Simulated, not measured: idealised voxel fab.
Proc. module: voxel tone inversion
The cross-section on display is named cut; it measures 300 nm wide, and its cells are 5 nm squares.
Just so we're on the same page, the cross-sections are grids of square cells, and they're listed out in bands top to bottom, each band one or more rows deep. A band entry consists of two parts. The first gives the height of the band's top and the height of its bottom, in nm. The rest lists the band's materials from left to right, each with its width in nm. A single material labelled with the word "throughout" fills the band from edge to edge, and the word "empty" marks empty space. Counting heights begins at 0, where everything beneath is, in the wafer as received, one material. The lowest band has no bottom; it goes on downwards, as "z 0 and below" shows. Width "30->40": first value at the band's top row of cells, second value at its bottom row, equal change from row to row. "nothing altered" (step): cross-section cells unchanged, all of them. The entry titled "Sealed internal cavities" provides the empty spaces that have no open way to the top, restricted to those of 8 cells or more. Each is presented as width x height at distance, the distance being measured from the left edge, with all three in nm. It should be noted that, on the line of a given step, the content following the step's settings is a remark produced by the simulator itself with respect to that step. The line of a step may include "overlay nm". On a step with a mask, this value is how far to the right of its planned place the mask lay. A negative value means the mask lay to the left.
### Here's what the planned process steps look like
1 RECEIVE: material Si
2 CONFORMAL_DEP: material SiCN, thk nm 10
3 DIRECTIONAL_DEP: material polySi, thk nm 15
4 PATTERN: tone cover, mask id POSTS, material resist, width nm 20, pitch nm 35, thk nm 20, overlay nm 0
5 DIRECTIONAL_ETCH: etch materials polySi, depth nm 15
6 STRIP: etch materials resist
7 FILL_DEP: material lowk, thk nm 5
8 CMP: height nm 25
9 STRIP: etch materials polySi
### Cross-sectional view of the wafer in its as-received condition, corresponding to the state after step 1
    z 0 and below  Si throughout
    Sealed internal cavities: none
### Same starting wafer, same plan as above, one mistake in the execution; this is the cross-section at the end of the module
    z 25 to 10  lowk throughout
    z 10 to 0  SiCN throughout
    z 0 and below  Si throughout
    Sealed internal cavities: none
Here's what went sideways: for step 3, the planned setting was not used; the step was instead run as DIRECTIONAL_DEP: material lowk, thk nm 15
